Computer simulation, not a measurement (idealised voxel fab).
You're looking at the process module voxel self aligned vias.
In the cross-section labelled cut, the width is 290 nm and each square cell is 5 nm.
Just so we're on the same page, the cross-sections are grids of square cells, and they're listed out in bands top to bottom, each band one or more rows deep. Basically the band line says how high the top is and how high the bottom is, in nm, and then what's in it from left to right, every material with its width in nm. Empty space shows up as "empty", and if a single material carries "edge to edge" it runs the full band edge to edge. Height is counted from the level 0, under which the received wafer is composed throughout of one material. The lowest of the bands is not closed at the bottom but continues downward, in the notation "from 0 down". A width given as "30 to 40" starts at the first number in the band's top row and ends at the second number in its bottom row, shifting by an equal amount at every step from row to row. When a step is marked "left unchanged", none of the cells in the cross-section changed during that step. "Closed empty spaces" enumerates empty spaces isolated from the top, with no open way to it, that contain at least 8 cells, giving each as width x height at distance from the left edge, all three in nm. On a step's line, text after the settings is the simulator commenting on that step. The line of a step may include "overlay nm". On a step with a mask, this value is how far to the right of its planned place the mask lay. A negative value means the mask lay to the left. Quick note on how to read the rest: it's all pairs. You get the cross-section before a process step and the one after, but the after one only goes down as far as the lowest band that changed. The step in between, with its settings, sits under the pair. Heads up, the pairs can come from different runs of this module on the same starting wafer, so don't assume a pair picks up from the one above unless its "Cross-section, before" entry says it does.

Cross-section, before
	from 0 down: Si edge to edge
	Closed empty spaces: none

Sectional Result
	from 15 to 0: SiO2 edge to edge
	Whatever lies below 0 is exactly as it was before.
	Closed empty spaces: none
Which operation links the two cross-sections above? CONFORMAL_DEP (material SiO2; thk nm 15)

Cross-section, before: Please consult the pair immediately above; the cross-section it shows after its step is the state before this step.

Sectional Result
	from 20 to 15: SiCN edge to edge
	Whatever lies below 15 is exactly as it was before.
	Closed empty spaces: none
Which operation links the two cross-sections above? CONFORMAL_DEP (material SiCN; thk nm 5)

Cross-section, before: Please consult the pair immediately above; the cross-section it shows after its step is the state before this step.

Sectional Result
	from 40 to 20: SiO2 edge to edge
	Whatever lies below 20 is exactly as it was before.
	Closed empty spaces: none
Which operation links the two cross-sections above? DIRECTIONAL_DEP (material SiO2; thk nm 20)

Cross-section, before: Please consult the pair immediately above; the cross-section it shows after its step is the state before this step.

Sectional Result
	from 55 to 40: 105 resist, then 25 empty, then 30 resist, then 25 empty, then 105 resist
	Whatever lies below 40 is exactly as it was before.
	Closed empty spaces: none
Which operation links the two cross-sections above? PATTERN (tone open; mask id LINES; material resist; width nm 25; pitch nm 55; thk nm 15; overlay nm 0)

Cross-section, before: Please consult the pair immediately above; the cross-section it shows after its step is the state before this step.

Sectional Result
	from 55 to 40: 105 resist, then 25 empty, then 30 resist, then 25 empty, then 105 resist
	from 40 to 20: 105 SiO2, then 25 empty, then 30 SiO2, then 25 empty, then 105 SiO2
	Whatever lies below 20 is exactly as it was before.
	Closed empty spaces: none
Which operation links the two cross-sections above? DIRECTIONAL_ETCH (etch materials SiO2; depth nm 20)

Cross-section, before: Please consult the pair immediately above; the cross-section it shows after its step is the state before this step.

Sectional Result
	from 40 to 20: 105 SiO2, then 25 empty, then 30 SiO2, then 25 empty, then 105 SiO2
	Whatever lies below 20 is exactly as it was before.
	Closed empty spaces: none
Which operation links the two cross-sections above? STRIP (etch materials resist)

Cross-section, before: Please consult the pair immediately above; the cross-section it shows after its step is the state before this step.

Sectional Result
	from 45 to 40: 110 TiN, then 15 empty, then 40 TiN, then 15 empty, then 110 TiN
	from 40 to 25: 105 SiO2, then 5 TiN, then 15 empty, then 5 TiN, then 30 SiO2, then 5 TiN, then 15 empty, then 5 TiN, then 105 SiO2
	from 25 to 20: 105 SiO2, then 25 TiN, then 30 SiO2, then 25 TiN, then 105 SiO2
	Whatever lies below 20 is exactly as it was before.
	Closed empty spaces: none
Which operation links the two cross-sections above? CONFORMAL_DEP (material TiN; thk nm 5)

Cross-section, before: Please consult the pair immediately above; the cross-section it shows after its step is the state before this step.

Sectional Result
	from 50 to 45: Ru edge to edge
	from 45 to 40: 110 TiN, then 15 Ru, then 40 TiN, then 15 Ru, then 110 TiN
	from 40 to 25: 105 SiO2, then 5 TiN, then 15 Ru, then 5 TiN, then 30 SiO2, then 5 TiN, then 15 Ru, then 5 TiN, then 105 SiO2
	Whatever lies below 25 is exactly as it was before.
	Closed empty spaces: none
Which operation links the two cross-sections above? FILL_DEP (material Ru; thk nm 5)

Cross-section, before: Please consult the pair immediately above; the cross-section it shows after its step is the state before this step.

Sectional Result
	from 40 to 25: 105 SiO2, then 5 TiN, then 15 Ru, then 5 TiN, then 30 SiO2, then 5 TiN, then 15 Ru, then 5 TiN, then 105 SiO2
	Whatever lies below 25 is exactly as it was before.
	Closed empty spaces: none
Which operation links the two cross-sections above? CMP (height nm 40)

Cross-section, before: Please consult the pair immediately above; the cross-section it shows after its step is the state before this step.

Sectional Result
	from 40 to 30: 105 SiO2, then 25 empty, then 30 SiO2, then 25 empty, then 105 SiO2
	Whatever lies below 30 is exactly as it was before.
	Closed empty spaces: none
Which operation links the two cross-sections above? SELECTIVE_ETCH (etch materials W Ru TiN; depth nm 10)

Cross-section, before: Please consult the pair immediately above; the cross-section it shows after its step is the state before this step.

Sectional Result
	from 50 to 40: SiN edge to edge
	from 40 to 30: 105 SiO2, then 25 SiN, then 30 SiO2, then 25 SiN, then 105 SiO2
	Whatever lies below 30 is exactly as it was before.
	Closed empty spaces: none
Which operation links the two cross-sections above? FILL_DEP (material SiN; thk nm 10)

Cross-section, before: Please consult the pair immediately above; the cross-section it shows after its step is the state before this step.

Sectional Result
	from 40 to 30: 105 SiO2, then 25 SiN, then 30 SiO2, then 25 SiN, then 105 SiO2
	Whatever lies below 30 is exactly as it was before.
	Closed empty spaces: none
Which operation links the two cross-sections above? CMP (height nm 40)

Cross-section, before: Please consult the pair immediately above; the cross-section it shows after its step is the state before this step.

Sectional Result
	from 55 to 40: SiO2 edge to edge
	Whatever lies below 40 is exactly as it was before.
	Closed empty spaces: none
Which operation links the two cross-sections above? DIRECTIONAL_DEP (material SiO2; thk nm 15)

Cross-section, before: Please consult the pair immediately above; the cross-section it shows after its step is the state before this step.

Sectional Result
	from 70 to 55: aC edge to edge
	Whatever lies below 55 is exactly as it was before.
	Closed empty spaces: none
Which operation links the two cross-sections above? DIRECTIONAL_DEP (material aC; thk nm 15)

Cross-section, before: Please consult the pair immediately above; the cross-section it shows after its step is the state before this step.

Sectional Result
	from 105 to 70: 100 resist, then 35 empty, then 20 resist, then 35 empty, then 100 resist
	Whatever lies below 70 is exactly as it was before.
	Closed empty spaces: none
Which operation links the two cross-sections above? PATTERN (tone open; mask id VIAS; material resist; width nm 35; pitch nm 55; thk nm 35; overlay nm 0)

Cross-section, before: Please consult the pair immediately above; the cross-section it shows after its step is the state before this step.

Sectional Result
	from 90 to 70: 100 resist, then 35 empty, then 20 resist, then 35 empty, then 100 resist
	from 70 to 55: 100 aC, then 35 empty, then 20 aC, then 35 empty, then 100 aC
	Whatever lies below 55 is exactly as it was before.
	Closed empty spaces: none
Which operation links the two cross-sections above? DIRECTIONAL_ETCH (etch materials aC; depth nm 15)

Cross-section, before: Please consult the pair immediately above; the cross-section it shows after its step is the state before this step.

Sectional Result
	from 70 to 55: 100 aC, then 35 empty, then 20 aC, then 35 empty, then 100 aC
	Whatever lies below 55 is exactly as it was before.
	Closed empty spaces: none
Which operation links the two cross-sections above? STRIP (etch materials resist)

Cross-section, before: Please consult the pair immediately above; the cross-section it shows after its step is the state before this step.

Sectional Result
	from 70 to 55: 100 aC, then 35 empty, then 20 aC, then 35 empty, then 100 aC
	from 55 to 40: 100 SiO2, then 35 empty, then 20 SiO2, then 35 empty, then 100 SiO2
	Whatever lies below 40 is exactly as it was before.
	Closed empty spaces: none
Which operation links the two cross-sections above? DIRECTIONAL_ETCH (etch materials SiO2; depth nm 15)

Cross-section, before: Please consult the pair immediately above; the cross-section it shows after its step is the state before this step.

Sectional Result
	from 70 to 55: 100 aC, then 35 empty, then 20 aC, then 35 empty, then 100 aC
	from 55 to 40: 100 SiO2, then 35 empty, then 20 SiO2, then 35 empty, then 100 SiO2
	from 40 to 30: 105 SiO2, then 25 empty, then 30 SiO2, then 25 empty, then 105 SiO2
	Whatever lies below 30 is exactly as it was before.
	Closed empty spaces: none
Which operation links the two cross-sections above? DIRECTIONAL_ETCH (etch materials SiN; depth nm 10)

Cross-section, before: Please consult the pair immediately above; the cross-section it shows after its step is the state before this step.

Sectional Result
	from 55 to 40: 100 SiO2, then 35 empty, then 20 SiO2, then 35 empty, then 100 SiO2
	Whatever lies below 40 is exactly as it was before.
	Closed empty spaces: none
Which operation links the two cross-sections above? STRIP (etch materials aC)

Cross-section, before: Please consult the pair immediately above; the cross-section it shows after its step is the state before this step.

Sectional Result
	from 60 to 55: 105 TiN, then 25 empty, then 30 TiN, then 25 empty, then 105 TiN
	from 55 to 45: 100 SiO2, then 5 TiN, then 25 empty, then 5 TiN, then 20 SiO2, then 5 TiN, then 25 empty, then 5 TiN, then 100 SiO2
	from 45 to 35: 100 to 105 SiO2, then 10 to 5 TiN, then 15 empty, then 10 to 5 TiN, then 20 to 30 SiO2, then 10 to 5 TiN, then 15 empty, then 10 to 5 TiN, then 100 to 105 SiO2
	from 35 to 30: 105 SiO2, then 25 TiN, then 30 SiO2, then 25 TiN, then 105 SiO2
	Whatever lies below 30 is exactly as it was before.
	Closed empty spaces: none
Which operation links the two cross-sections above? CONFORMAL_DEP (material TiN; thk nm 5)

Cross-section, before: Please consult the pair immediately above; the cross-section it shows after its step is the state before this step.

Sectional Result
	from 65 to 60: Ru edge to edge
	from 60 to 55: 105 TiN, then 25 Ru, then 30 TiN, then 25 Ru, then 105 TiN
	from 55 to 45: 100 SiO2, then 5 TiN, then 25 Ru, then 5 TiN, then 20 SiO2, then 5 TiN, then 25 Ru, then 5 TiN, then 100 SiO2
	from 45 to 35: 100 to 105 SiO2, then 10 to 5 TiN, then 15 Ru, then 10 to 5 TiN, then 20 to 30 SiO2, then 10 to 5 TiN, then 15 Ru, then 10 to 5 TiN, then 100 to 105 SiO2
	Whatever lies below 35 is exactly as it was before.
	Closed empty spaces: none
Which operation links the two cross-sections above? FILL_DEP (material Ru; thk nm 5)

Cross-section, before: Please consult the pair immediately above; the cross-section it shows after its step is the state before this step.

Sectional Result
	from 55 to 45: 100 SiO2, then 5 TiN, then 25 Ru, then 5 TiN, then 20 SiO2, then 5 TiN, then 25 Ru, then 5 TiN, then 100 SiO2
	Whatever lies below 45 is exactly as it was before.
	Closed empty spaces: none
Which operation links the two cross-sections above? CMP (height nm 55)

Cross-section, before: Please consult the pair immediately above; the cross-section it shows after its step is the state before this step.

Sectional Result
	from 60 to 55: SiCN edge to edge
	Whatever lies below 55 is exactly as it was before.
	Closed empty spaces: none
Which operation links the two cross-sections above? CONFORMAL_DEP (material SiCN; thk nm 5)

Cross-section, before
	from 15 to 0: SiO2 edge to edge
	from 0 down: Si edge to edge
	Closed empty spaces: none

Sectional Result
	from 35 to 0: SiO2 edge to edge
	Whatever lies below 0 is exactly as it was before.
	Closed empty spaces: none
Which operation links the two cross-sections above? DIRECTIONAL_DEP (material SiO2; thk nm 20)

Cross-section, before: Please consult the pair immediately above; the cross-section it shows after its step is the state before this step.

Sectional Result
	from 50 to 35: 105 resist, then 25 empty, then 30 resist, then 25 empty, then 105 resist
	Whatever lies below 35 is exactly as it was before.
	Closed empty spaces: none
Which operation links the two cross-sections above? PATTERN (tone open; mask id LINES; material resist; width nm 25; pitch nm 55; thk nm 15; overlay nm 0)

Cross-section, before: Please consult the pair immediately above; the cross-section it shows after its step is the state before this step.

Sectional Result
	from 50 to 35: 105 resist, then 25 empty, then 30 resist, then 25 empty, then 105 resist
	from 35 to 15: 105 SiO2, then 25 empty, then 30 SiO2, then 25 empty, then 105 SiO2
	Whatever lies below 15 is exactly as it was before.
	Closed empty spaces: none
Which operation links the two cross-sections above? DIRECTIONAL_ETCH (etch materials SiO2; depth nm 20)

Cross-section, before: Please consult the pair immediately above; the cross-section it shows after its step is the state before this step.

Sectional Result
	from 35 to 15: 105 SiO2, then 25 empty, then 30 SiO2, then 25 empty, then 105 SiO2
	Whatever lies below 15 is exactly as it was before.
	Closed empty spaces: none
Which operation links the two cross-sections above? STRIP (etch materials resist)

Cross-section, before: Please consult the pair immediately above; the cross-section it shows after its step is the state before this step.

Sectional Result
	from 40 to 35: 110 TiN, then 15 empty, then 40 TiN, then 15 empty, then 110 TiN
	from 35 to 20: 105 SiO2, then 5 TiN, then 15 empty, then 5 TiN, then 30 SiO2, then 5 TiN, then 15 empty, then 5 TiN, then 105 SiO2
	from 20 to 15: 105 SiO2, then 25 TiN, then 30 SiO2, then 25 TiN, then 105 SiO2
	Whatever lies below 15 is exactly as it was before.
	Closed empty spaces: none
Which operation links the two cross-sections above? CONFORMAL_DEP (material TiN; thk nm 5)

Cross-section, before: Please consult the pair immediately above; the cross-section it shows after its step is the state before this step.

Sectional Result
	from 45 to 40: Ru edge to edge
	from 40 to 35: 110 TiN, then 15 Ru, then 40 TiN, then 15 Ru, then 110 TiN
	from 35 to 20: 105 SiO2, then 5 TiN, then 15 Ru, then 5 TiN, then 30 SiO2, then 5 TiN, then 15 Ru, then 5 TiN, then 105 SiO2
	Whatever lies below 20 is exactly as it was before.
	Closed empty spaces: none
Which operation links the two cross-sections above? FILL_DEP (material Ru; thk nm 5)

Cross-section, before: Please consult the pair immediately above; the cross-section it shows after its step is the state before this step.

Sectional Result
	from 40 to 35: 110 TiN, then 15 Ru, then 40 TiN, then 15 Ru, then 110 TiN
	Whatever lies below 35 is exactly as it was before.
	Closed empty spaces: none
Which operation links the two cross-sections above? CMP (height nm 40)

Cross-section, before: Please consult the pair immediately above; the cross-section it shows after its step is the state before this step.

Sectional Result
	from 35 to 30: 105 SiO2, then 25 empty, then 30 SiO2, then 25 empty, then 105 SiO2
	Whatever lies below 30 is exactly as it was before.
	Closed empty spaces: none
Which operation links the two cross-sections above? SELECTIVE_ETCH (etch materials W Ru TiN; depth nm 10)

Cross-section, before: Please consult the pair immediately above; the cross-section it shows after its step is the state before this step.

Sectional Result
	from 45 to 35: SiN edge to edge
	from 35 to 30: 105 SiO2, then 25 SiN, then 30 SiO2, then 25 SiN, then 105 SiO2
	Whatever lies below 30 is exactly as it was before.
	Closed empty spaces: none
Which operation links the two cross-sections above? FILL_DEP (material SiN; thk nm 10)

Cross-section, before: Please consult the pair immediately above; the cross-section it shows after its step is the state before this step.

Sectional Result
	from 40 to 35: SiN edge to edge
	Whatever lies below 35 is exactly as it was before.
	Closed empty spaces: none
Which operation links the two cross-sections above? CMP (height nm 40)

Cross-section, before: Please consult the pair immediately above; the cross-section it shows after its step is the state before this step.

Sectional Result
	from 55 to 40: SiO2 edge to edge
	Whatever lies below 40 is exactly as it was before.
	Closed empty spaces: none
Which operation links the two cross-sections above? DIRECTIONAL_DEP (material SiO2; thk nm 15)

Cross-section, before: Please consult the pair immediately above; the cross-section it shows after its step is the state before this step.

Sectional Result
	from 70 to 55: aC edge to edge
	Whatever lies below 55 is exactly as it was before.
	Closed empty spaces: none
Which operation links the two cross-sections above? DIRECTIONAL_DEP (material aC; thk nm 15)

Cross-section, before: Please consult the pair immediately above; the cross-section it shows after its step is the state before this step.

Sectional Result
	from 105 to 70: 100 resist, then 35 empty, then 20 resist, then 35 empty, then 100 resist
	Whatever lies below 70 is exactly as it was before.
	Closed empty spaces: none
Which operation links the two cross-sections above? PATTERN (tone open; mask id VIAS; material resist; width nm 35; pitch nm 55; thk nm 35; overlay nm 0)

Cross-section, before: Please consult the pair immediately above; the cross-section it shows after its step is the state before this step.

Sectional Result
	from 90 to 70: 100 resist, then 35 empty, then 20 resist, then 35 empty, then 100 resist
	from 70 to 55: 100 aC, then 35 empty, then 20 aC, then 35 empty, then 100 aC
	Whatever lies below 55 is exactly as it was before.
	Closed empty spaces: none
Which operation links the two cross-sections above? DIRECTIONAL_ETCH (etch materials aC; depth nm 15)

Cross-section, before: Please consult the pair immediately above; the cross-section it shows after its step is the state before this step.

Sectional Result
	from 70 to 55: 100 aC, then 35 empty, then 20 aC, then 35 empty, then 100 aC
	Whatever lies below 55 is exactly as it was before.
	Closed empty spaces: none
Which operation links the two cross-sections above? STRIP (etch materials resist)

Cross-section, before: Please consult the pair immediately above; the cross-section it shows after its step is the state before this step.

Sectional Result
	from 70 to 55: 100 aC, then 35 empty, then 20 aC, then 35 empty, then 100 aC
	from 55 to 40: 100 SiO2, then 35 empty, then 20 SiO2, then 35 empty, then 100 SiO2
	Whatever lies below 40 is exactly as it was before.
	Closed empty spaces: none
Which operation links the two cross-sections above? DIRECTIONAL_ETCH (etch materials SiO2; depth nm 15)

Cross-section, before: Please consult the pair immediately above; the cross-section it shows after its step is the state before this step.

Sectional Result
	from 70 to 55: 100 aC, then 35 empty, then 20 aC, then 35 empty, then 100 aC
	from 55 to 40: 100 SiO2, then 35 empty, then 20 SiO2, then 35 empty, then 100 SiO2
	from 40 to 35: 100 SiN, then 35 empty, then 20 SiN, then 35 empty, then 100 SiN
	from 35 to 30: 105 SiO2, then 25 empty, then 30 SiO2, then 25 empty, then 105 SiO2
	Whatever lies below 30 is exactly as it was before.
	Closed empty spaces: none
Which operation links the two cross-sections above? DIRECTIONAL_ETCH (etch materials SiN; depth nm 10)

Cross-section, before: Please consult the pair immediately above; the cross-section it shows after its step is the state before this step.

Sectional Result
	from 55 to 40: 100 SiO2, then 35 empty, then 20 SiO2, then 35 empty, then 100 SiO2
	Whatever lies below 40 is exactly as it was before.
	Closed empty spaces: none
Which operation links the two cross-sections above? STRIP (etch materials aC)

Cross-section, before: Please consult the pair immediately above; the cross-section it shows after its step is the state before this step.

Sectional Result
	from 60 to 55: 105 TiN, then 25 empty, then 30 TiN, then 25 empty, then 105 TiN
	from 55 to 40: 100 SiO2, then 5 TiN, then 25 empty, then 5 TiN, then 20 SiO2, then 5 TiN, then 25 empty, then 5 TiN, then 100 SiO2
	from 40 to 35: 100 SiN, then 10 TiN, then 15 empty, then 10 TiN, then 20 SiN, then 10 TiN, then 15 empty, then 10 TiN, then 100 SiN
	from 35 to 30: 105 SiO2, then 25 TiN, then 30 SiO2, then 25 TiN, then 105 SiO2
	Whatever lies below 30 is exactly as it was before.
	Closed empty spaces: none
Which operation links the two cross-sections above? CONFORMAL_DEP (material TiN; thk nm 5)

Cross-section, before: Please consult the pair immediately above; the cross-section it shows after its step is the state before this step.

Sectional Result
	from 65 to 60: Ru edge to edge
	from 60 to 55: 105 TiN, then 25 Ru, then 30 TiN, then 25 Ru, then 105 TiN
	from 55 to 40: 100 SiO2, then 5 TiN, then 25 Ru, then 5 TiN, then 20 SiO2, then 5 TiN, then 25 Ru, then 5 TiN, then 100 SiO2
	from 40 to 35: 100 SiN, then 10 TiN, then 15 Ru, then 10 TiN, then 20 SiN, then 10 TiN, then 15 Ru, then 10 TiN, then 100 SiN
	Whatever lies below 35 is exactly as it was before.
	Closed empty spaces: none
Which operation links the two cross-sections above? FILL_DEP (material Ru; thk nm 5)

Cross-section, before: Please consult the pair immediately above; the cross-section it shows after its step is the state before this step.

Sectional Result
	from 55 to 40: 100 SiO2, then 5 TiN, then 25 Ru, then 5 TiN, then 20 SiO2, then 5 TiN, then 25 Ru, then 5 TiN, then 100 SiO2
	Whatever lies below 40 is exactly as it was before.
	Closed empty spaces: none
Which operation links the two cross-sections above? CMP (height nm 55)

Cross-section, before: Please consult the pair immediately above; the cross-section it shows after its step is the state before this step.

Sectional Result
	from 60 to 55: SiCN edge to edge
	Whatever lies below 55 is exactly as it was before.
	Closed empty spaces: none
Which operation links the two cross-sections above? CONFORMAL_DEP (material SiCN; thk nm 5)

Cross-section, before
	from 15 to 0: SiO2 edge to edge
	from 0 down: Si edge to edge
	Closed empty spaces: none

Sectional Result
	from 30 to 0: SiO2 edge to edge
	Whatever lies below 0 is exactly as it was before.
	Closed empty spaces: none
Which operation links the two cross-sections above? CONFORMAL_DEP (material SiO2; thk nm 15)

Cross-section, before: Please consult the pair immediately above; the cross-section it shows after its step is the state before this step.

Sectional Result
	from 35 to 30: SiCN edge to edge
	Whatever lies below 30 is exactly as it was before.
	Closed empty spaces: none
Which operation links the two cross-sections above? CONFORMAL_DEP (material SiCN; thk nm 5)

Cross-section, before: Please consult the pair immediately above; the cross-section it shows after its step is the state before this step.

Sectional Result
	from 55 to 35: SiO2 edge to edge
	Whatever lies below 35 is exactly as it was before.
	Closed empty spaces: none
Which operation links the two cross-sections above? DIRECTIONAL_DEP (material SiO2; thk nm 20)

Cross-section, before: Please consult the pair immediately above; the cross-section it shows after its step is the state before this step.

Sectional Result
	from 70 to 55: 105 resist, then 25 empty, then 30 resist, then 25 empty, then 105 resist
	Whatever lies below 55 is exactly as it was before.
	Closed empty spaces: none
Which operation links the two cross-sections above? PATTERN (tone open; mask id LINES; material resist; width nm 25; pitch nm 55; thk nm 15; overlay nm 0)

Cross-section, before: Please consult the pair immediately above; the cross-section it shows after its step is the state before this step.

Sectional Result
	from 70 to 55: 105 resist, then 25 empty, then 30 resist, then 25 empty, then 105 resist
	from 55 to 35: 105 SiO2, then 25 empty, then 30 SiO2, then 25 empty, then 105 SiO2
	Whatever lies below 35 is exactly as it was before.
	Closed empty spaces: none
Which operation links the two cross-sections above? DIRECTIONAL_ETCH (etch materials SiO2; depth nm 20)

Cross-section, before: Please consult the pair immediately above; the cross-section it shows after its step is the state before this step.

Sectional Result
	from 55 to 35: 105 SiO2, then 25 empty, then 30 SiO2, then 25 empty, then 105 SiO2
	Whatever lies below 35 is exactly as it was before.
	Closed empty spaces: none
Which operation links the two cross-sections above? STRIP (etch materials resist)

Cross-section, before: Please consult the pair immediately above; the cross-section it shows after its step is the state before this step.

Sectional Result
	from 60 to 55: 110 TiN, then 15 empty, then 40 TiN, then 15 empty, then 110 TiN
	from 55 to 40: 105 SiO2, then 5 TiN, then 15 empty, then 5 TiN, then 30 SiO2, then 5 TiN, then 15 empty, then 5 TiN, then 105 SiO2
	from 40 to 35: 105 SiO2, then 25 TiN, then 30 SiO2, then 25 TiN, then 105 SiO2
	Whatever lies below 35 is exactly as it was before.
	Closed empty spaces: none
Which operation links the two cross-sections above? CONFORMAL_DEP (material TiN; thk nm 5)

Cross-section, before: Please consult the pair immediately above; the cross-section it shows after its step is the state before this step.

Sectional Result
	from 65 to 60: Ru edge to edge
	from 60 to 55: 110 TiN, then 15 Ru, then 40 TiN, then 15 Ru, then 110 TiN
	from 55 to 40: 105 SiO2, then 5 TiN, then 15 Ru, then 5 TiN, then 30 SiO2, then 5 TiN, then 15 Ru, then 5 TiN, then 105 SiO2
	Whatever lies below 40 is exactly as it was before.
	Closed empty spaces: none
Which operation links the two cross-sections above? FILL_DEP (material Ru; thk nm 5)

Cross-section, before: Please consult the pair immediately above; the cross-section it shows after its step is the state before this step.

Sectional Result
	from 40 to 35: 105 SiO2, then 25 TiN, then 30 SiO2, then 25 TiN, then 105 SiO2
	Whatever lies below 35 is exactly as it was before.
	Closed empty spaces: none
Which operation links the two cross-sections above? CMP (height nm 40)

Cross-section, before: Please consult the pair immediately above; the cross-section it shows after its step is the state before this step.

Sectional Result
	from 40 to 35: 105 SiO2, then 25 empty, then 30 SiO2, then 25 empty, then 105 SiO2
	Whatever lies below 35 is exactly as it was before.
	Closed empty spaces: none
Which operation links the two cross-sections above? SELECTIVE_ETCH (etch materials W Ru TiN; depth nm 10)

Cross-section, before: Please consult the pair immediately above; the cross-section it shows after its step is the state before this step.

Sectional Result
	from 50 to 40: SiN edge to edge
	from 40 to 35: 105 SiO2, then 25 SiN, then 30 SiO2, then 25 SiN, then 105 SiO2
	Whatever lies below 35 is exactly as it was before.
	Closed empty spaces: none
Which operation links the two cross-sections above? FILL_DEP (material SiN; thk nm 10)

Cross-section, before: Please consult the pair immediately above; the cross-section it shows after its step is the state before this step.

Sectional Result
	from 40 to 35: 105 SiO2, then 25 SiN, then 30 SiO2, then 25 SiN, then 105 SiO2
	Whatever lies below 35 is exactly as it was before.
	Closed empty spaces: none
Which operation links the two cross-sections above? CMP (height nm 40)

Cross-section, before: Please consult the pair immediately above; the cross-section it shows after its step is the state before this step.

Sectional Result
	from 55 to 40: SiO2 edge to edge
	Whatever lies below 40 is exactly as it was before.
	Closed empty spaces: none
Which operation links the two cross-sections above? DIRECTIONAL_DEP (material SiO2; thk nm 15)

Cross-section, before: Please consult the pair immediately above; the cross-section it shows after its step is the state before this step.

Sectional Result
	from 70 to 55: aC edge to edge
	Whatever lies below 55 is exactly as it was before.
	Closed empty spaces: none
Which operation links the two cross-sections above? DIRECTIONAL_DEP (material aC; thk nm 15)

Cross-section, before: Please consult the pair immediately above; the cross-section it shows after its step is the state before this step.

Sectional Result
	from 105 to 70: 100 resist, then 35 empty, then 20 resist, then 35 empty, then 100 resist
	Whatever lies below 70 is exactly as it was before.
	Closed empty spaces: none
Which operation links the two cross-sections above? PATTERN (tone open; mask id VIAS; material resist; width nm 35; pitch nm 55; thk nm 35; overlay nm 0)

Cross-section, before: Please consult the pair immediately above; the cross-section it shows after its step is the state before this step.

Sectional Result
	from 90 to 70: 100 resist, then 35 empty, then 20 resist, then 35 empty, then 100 resist
	from 70 to 55: 100 aC, then 35 empty, then 20 aC, then 35 empty, then 100 aC
	Whatever lies below 55 is exactly as it was before.
	Closed empty spaces: none
Which operation links the two cross-sections above? DIRECTIONAL_ETCH (etch materials aC; depth nm 15)

Cross-section, before: Please consult the pair immediately above; the cross-section it shows after its step is the state before this step.

Sectional Result
	from 70 to 55: 100 aC, then 35 empty, then 20 aC, then 35 empty, then 100 aC
	Whatever lies below 55 is exactly as it was before.
	Closed empty spaces: none
Which operation links the two cross-sections above? STRIP (etch materials resist)

Cross-section, before: Please consult the pair immediately above; the cross-section it shows after its step is the state before this step.

Sectional Result
	from 70 to 55: 100 aC, then 35 empty, then 20 aC, then 35 empty, then 100 aC
	from 55 to 40: 100 SiO2, then 35 empty, then 20 SiO2, then 35 empty, then 100 SiO2
	Whatever lies below 40 is exactly as it was before.
	Closed empty spaces: none
Which operation links the two cross-sections above? DIRECTIONAL_ETCH (etch materials SiO2; depth nm 15)

Cross-section, before: Please consult the pair immediately above; the cross-section it shows after its step is the state before this step.

Sectional Result
	from 70 to 55: 100 aC, then 35 empty, then 20 aC, then 35 empty, then 100 aC
	from 55 to 40: 100 SiO2, then 35 empty, then 20 SiO2, then 35 empty, then 100 SiO2
	from 40 to 35: 105 SiO2, then 25 empty, then 30 SiO2, then 25 empty, then 105 SiO2
	Whatever lies below 35 is exactly as it was before.
	Closed empty spaces: none
Which operation links the two cross-sections above? DIRECTIONAL_ETCH (etch materials SiN; depth nm 10)

Cross-section, before: Please consult the pair immediately above; the cross-section it shows after its step is the state before this step.

Sectional Result
	from 55 to 40: 100 SiO2, then 35 empty, then 20 SiO2, then 35 empty, then 100 SiO2
	Whatever lies below 40 is exactly as it was before.
	Closed empty spaces: none
Which operation links the two cross-sections above? STRIP (etch materials aC)

Cross-section, before: Please consult the pair immediately above; the cross-section it shows after its step is the state before this step.

Sectional Result
	from 60 to 55: 105 TiN, then 25 empty, then 30 TiN, then 25 empty, then 105 TiN
	from 55 to 45: 100 SiO2, then 5 TiN, then 25 empty, then 5 TiN, then 20 SiO2, then 5 TiN, then 25 empty, then 5 TiN, then 100 SiO2
	from 45 to 40: 100 SiO2, then 10 TiN, then 15 empty, then 10 TiN, then 20 SiO2, then 10 TiN, then 15 empty, then 10 TiN, then 100 SiO2
	from 40 to 35: 105 SiO2, then 25 TiN, then 30 SiO2, then 25 TiN, then 105 SiO2
	Whatever lies below 35 is exactly as it was before.
	Closed empty spaces: none
Which operation links the two cross-sections above? CONFORMAL_DEP (material TiN; thk nm 5)

Cross-section, before: Please consult the pair immediately above; the cross-section it shows after its step is the state before this step.

Sectional Result
	from 65 to 60: Ru edge to edge
	from 60 to 55: 105 TiN, then 25 Ru, then 30 TiN, then 25 Ru, then 105 TiN
	from 55 to 45: 100 SiO2, then 5 TiN, then 25 Ru, then 5 TiN, then 20 SiO2, then 5 TiN, then 25 Ru, then 5 TiN, then 100 SiO2
	from 45 to 40: 100 SiO2, then 10 TiN, then 15 Ru, then 10 TiN, then 20 SiO2, then 10 TiN, then 15 Ru, then 10 TiN, then 100 SiO2
	Whatever lies below 40 is exactly as it was before.
	Closed empty spaces: none
Which operation links the two cross-sections above? FILL_DEP (material Ru; thk nm 5)

Cross-section, before: Please consult the pair immediately above; the cross-section it shows after its step is the state before this step.

Sectional Result
	from 55 to 45: 100 SiO2, then 5 TiN, then 25 Ru, then 5 TiN, then 20 SiO2, then 5 TiN, then 25 Ru, then 5 TiN, then 100 SiO2
	Whatever lies below 45 is exactly as it was before.
	Closed empty spaces: none
Which operation links the two cross-sections above? CMP (height nm 55)

Cross-section, before: Please consult the pair immediately above; the cross-section it shows after its step is the state before this step.

Sectional Result
	from 60 to 55: SiCN edge to edge
	Whatever lies below 55 is exactly as it was before.
	Closed empty spaces: none
Which operation links the two cross-sections above? CONFORMAL_DEP (material SiCN; thk nm 5)

Cross-section, before
	from 35 to 0: SiO2 edge to edge
	from 0 down: Si edge to edge
	Closed empty spaces: none

Sectional Result
	from 40 to 35: SiCN edge to edge
	Whatever lies below 35 is exactly as it was before.
	Closed empty spaces: none
Which operation links the two cross-sections above? CONFORMAL_DEP (material SiCN; thk nm 5)

Cross-section, before: Please consult the pair immediately above; the cross-section it shows after its step is the state before this step.

Sectional Result
	from 55 to 40: 105 resist, then 25 empty, then 30 resist, then 25 empty, then 105 resist
	Whatever lies below 40 is exactly as it was before.
	Closed empty spaces: none
Which operation links the two cross-sections above? PATTERN (tone open; mask id LINES; material resist; width nm 25; pitch nm 55; thk nm 15; overlay nm 0)

Cross-section, before: Please consult the pair immediately above; the cross-section it shows after its step is the state before this step.

Sectional Result
	from 40 to 35: SiCN edge to edge
	Whatever lies below 35 is exactly as it was before.
	Closed empty spaces: none
Which operation links the two cross-sections above? STRIP (etch materials resist)

Cross-section, before: Please consult the pair immediately above; the cross-section it shows after its step is the state before this step.

Sectional Result
	from 45 to 40: TiN edge to edge
	Whatever lies below 40 is exactly as it was before.
	Closed empty spaces: none
Which operation links the two cross-sections above? CONFORMAL_DEP (material TiN; thk nm 5)
